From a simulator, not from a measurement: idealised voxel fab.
Process module under the name voxel double patterning
Cross-section cut spans 280 nm and uses square cells 5 nm in size.
Just so we're on the same page, the cross-sections are grids of square cells, and they're listed out in bands top to bottom, each band one or more rows deep.
In this notation a band is specified by the heights of its top and bottom, in that order and in nm, after which its materials appear from left to right, each paired with its width in nm. The word "edge to edge" attached to a single material means that material fills the band from edge to edge; the word "empty" stands for empty space.
Heights are measured from 0, the level below which the as-received wafer is all one material; the lowest band has no bottom and continues downward, written as in "0 -> down".
A width such as "30 to 40" changes by the same amount from each row of cells to the next, from the band's top row to its bottom row.
You'll sometimes find "same as before" written for a step, and that's the way of saying that nowhere in the cross-section did a cell change during that step.
Look at "Entrapped void list" for the closed voids: empty spaces with no open path to the top, sized 8 cells or up. Each is width x height at distance, distance from the left edge, all nm.
On each step's line, the part that comes after the settings is the simulator's own comment on the step.
overlay nm, on a step with a mask: how far to the right of its planned place the mask lay; to the left if negative

-- Below is the list of planned process steps
1 RECEIVE, material Si
2 CONFORMAL_DEP, material SiN, thk nm 10
3 DIRECTIONAL_DEP, material SiO2, thk nm 20
4 DIRECTIONAL_DEP, material SiCN, thk nm 10
5 MASKED_ETCH, tone open, mask id FIRST, width nm 15, pitch nm 50, etch materials SiCN, depth nm 10, overlay nm 0
6 MASKED_ETCH, tone open, mask id SECOND, width nm 15, pitch nm 50, etch materials SiCN, depth nm 10, overlay nm 0
7 DIRECTIONAL_ETCH, etch materials SiO2, depth nm 20
8 STRIP, etch materials SiCN

-- The first of the two wafers, which ran as planned

-- Incoming wafer in cross-section (state: after step 1)
0 -> down = Si edge to edge
Entrapped void list: none

-- How the wafer stands in section after step 2
10 -> 0 = SiN edge to edge
Below a height of 0, the structure has not been altered.

-- How the wafer stands in section after step 3
30 -> 10 = SiO2 edge to edge
Below a height of 10, the structure has not been altered.

-- How the wafer stands in section after step 4
40 -> 30 = SiCN edge to edge
Below a height of 30, the structure has not been altered.

-- How the wafer stands in section after step 5
40 -> 30 = SiCN=80; empty=15; SiCN=35; empty=15; SiCN=35; empty=15; SiCN=85
Below a height of 30, the structure has not been altered.

-- How the wafer stands in section after step 6
40 -> 30 = SiCN=80; empty=15; SiCN=10; empty=15; SiCN=10; empty=15; SiCN=10; empty=15; SiCN=10; empty=15; SiCN=85
Below a height of 30, the structure has not been altered.

-- How the wafer stands in section after step 7
40 -> 30 = SiCN=80; empty=15; SiCN=10; empty=15; SiCN=10; empty=15; SiCN=10; empty=15; SiCN=10; empty=15; SiCN=85
30 -> 10 = SiO2=80; empty=15; SiO2=10; empty=15; SiO2=10; empty=15; SiO2=10; empty=15; SiO2=10; empty=15; SiO2=85
Below a height of 10, the structure has not been altered.

-- How the wafer stands in section after step 8
30 -> 10 = SiO2=80; empty=15; SiO2=10; empty=15; SiO2=10; empty=15; SiO2=10; empty=15; SiO2=10; empty=15; SiO2=85
Below a height of 10, the structure has not been altered.

-- The Second Wafer: Common Origin and Plan, One Mistake in Execution, Identical to the First Through Step 4

-- Second wafer cross-section, taken as of the time the plan sets for step 5 to be done
40 -> 30 = empty=80; SiCN=15; empty=35; SiCN=15; empty=35; SiCN=15; empty=85
Below a height of 30, the structure has not been altered.

Second wafer cross-section, taken as of the time the plan sets for step 6 to be done: same as before

-- Second wafer cross-section, taken as of the time the plan sets for step 7 to be done
40 -> 30 = empty=80; SiCN=15; empty=35; SiCN=15; empty=35; SiCN=15; empty=85
30 -> 10 = empty=80; SiO2=15; empty=35; SiO2=15; empty=35; SiO2=15; empty=85
Below a height of 10, the structure has not been altered.

-- Second wafer cross-section, taken as of the time the plan sets for step 8 to be done
30 -> 10 = empty=80; SiO2=15; empty=35; SiO2=15; empty=35; SiO2=15; empty=85
Below a height of 10, the structure has not been altered.
In executing the process, a mistake was made relative to the plan: step 5, actual vs plan mismatch, actual run MASKED_ETCH, tone cover, mask id FIRST, width nm 15, pitch nm 50, etch materials SiCN, depth nm 10, overlay nm 0
Final wafer comparison in cells, second versus first, more or fewer per material: SiO2 -128
